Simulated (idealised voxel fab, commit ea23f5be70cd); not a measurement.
Process module name: voxel gate over fins
Shown is cross-section cut, with a width of 260 nm and square cells of size 5 nm.
Bands, listed from the top down, are how a cross-section gets written in this document; the cross-section itself is a grid of square cells, and a band is one or more rows of them. It is stipulated that each band's entry specify, in nanometres, the height of the top of the band and then that of its bottom, followed by the materials of the band in left-to-right sequence, each together with its width in nanometres. A single material marked by the word "everywhere" is understood to fill the band from edge to edge; the word "air" is understood to denote empty space. It should be noted that heights are counted from 0, beneath which the wafer as supplied is of one material throughout, and that the lowest band possesses no lower boundary but continues downward, as written in "0 nm and below". Note: "30 to 40" means the width goes from the first number (top row of the band) to the second number (bottom row) in equal steps per row of cells. When a step is marked "nothing changed", none of the cells in the cross-section changed during that step. This entry, "Sealed void listing", enumerates those empty regions of no fewer than 8 cells that possess no open connection to the top. Each region is reported in the form width x height at distance, the distance being taken from the left edge, with all three quantities expressed in nm. If you see something after the settings on a step's line, that's the simulator's own remark about that step. On any step carrying a mask, the "overlay nm" setting, if present on the step's line, tells how far right of its planned place the mask lay; negative values point to the left.

Planned process steps:
| 1 | RECEIVE, material Si |
| 2 | CONFORMAL_DEP, material SiN, thk nm 5 |
| 3 | MASKED_ETCH, tone cover, mask id FINS, width nm 15, pitch nm 60, etch materials SiN, depth nm 5, overlay nm 0 |
| 4 | MASKED_ETCH, tone cover, mask id FINS, width nm 15, pitch nm 60, etch materials Si, depth nm 35, overlay nm 0 |
| 5 | OXIDIZE, depth nm 5 |
| 6 | FILL_DEP, material SiO2, thk nm 5 |
| 7 | CMP, height nm 5 |
| 8 | MASKED_ETCH, tone open, mask id RAIL, width nm 15, etch materials SiO2, depth nm 35, overlay nm 0 |
| 9 | CONFORMAL_DEP, material TiN, thk nm 5 |
| 10 | FILL_DEP, material Ru, thk nm 10 |
| 11 | CMP, height nm 5 |
| 12 | SELECTIVE_ETCH, etch materials W Ru TiN, depth nm 20 |
| 13 | FILL_DEP, material SiO2, thk nm 5 |
| 14 | CMP, height nm 5 |
| 15 | SELECTIVE_ETCH, etch materials SiO2, depth nm 15 |
| 16 | STRIP, etch materials SiN |
| 17 | CONFORMAL_DEP, material HfO2, thk nm 5 |
| 18 | CONFORMAL_DEP, material TiN, thk nm 5 |
| 19 | FILL_DEP, material W, thk nm 15 |
| 20 | CMP, height nm 20 |
| 21 | CONFORMAL_DEP, material SiN, thk nm 10 |

Shown in cross-section is the wafer as received, that is, as it stands after step 1:
> 0 nm and below = Si everywhere
> Sealed void listing: none

Same starting wafer, same plan as above, one mistake in the execution; this is the cross-section at the end of the module:
> 30 nm to 20 nm = SiN everywhere
> 20 nm to 5 nm = W everywhere
> 5 nm to 0 nm = 55 nm W, then 25 nm TiN, then 35 nm W, then 25 nm TiN, then 35 nm W, then 25 nm TiN, then 60 nm W
> 0 nm to -5 nm = 55 nm W, then 5 nm TiN, then 15 nm HfO2, then 5 nm TiN, then 35 nm W, then 5 nm TiN, then 15 nm HfO2, then 5 nm TiN, then 35 nm W, then 5 nm TiN, then 15 nm HfO2, then 5 nm TiN, then 60 nm W
> -5 nm to -10 nm = 55 nm W, then 5 nm TiN, then 5 nm HfO2, then 5 nm Si, then 5 nm HfO2, then 45 nm TiN, then 5 nm HfO2, then 5 nm Si, then 5 nm HfO2, then 5 nm TiN, then 35 nm W, then 5 nm TiN, then 5 nm HfO2, then 5 nm Si, then 5 nm HfO2, then 5 nm TiN, then 60 nm W
> -10 nm to -15 nm = 60 nm TiN, then 5 nm HfO2, then 5 nm Si, then 5 nm HfO2, then 10 nm TiN, then 25 nm HfO2, then 10 nm TiN, then 5 nm HfO2, then 5 nm Si, then 5 nm HfO2, then 45 nm TiN, then 5 nm HfO2, then 5 nm Si, then 5 nm HfO2, then 65 nm TiN
> -15 nm to -20 nm = 65 nm HfO2, then 5 nm Si, then 20 nm HfO2, then 5 nm TiN, then 5 nm Ru, then 5 nm TiN, then 20 nm HfO2, then 5 nm Si, then 55 nm HfO2, then 5 nm Si, then 70 nm HfO2
> -20 nm to -25 nm = 65 nm SiO2, then 5 nm Si, then 20 nm SiO2, then 5 nm TiN, then 5 nm Ru, then 5 nm TiN, then 20 nm SiO2, then 5 nm Si, then 55 nm SiO2, then 5 nm Si, then 70 nm SiO2
> -25 nm to -30 nm = 65 nm SiO2, then 5 nm Si, then 20 nm SiO2, then 15 nm TiN, then 20 nm SiO2, then 5 nm Si, then 55 nm SiO2, then 5 nm Si, then 70 nm SiO2
> -30 nm to -40 nm = 65 nm SiO2, then 5 nm Si, then 55 nm SiO2, then 5 nm Si, then 55 nm SiO2, then 5 nm Si, then 70 nm SiO2
> -40 nm and below = Si everywhere
> Sealed void listing: none
Plan not followed: note that step 14 departed from the planned setting and was carried out as CMP, height nm -5
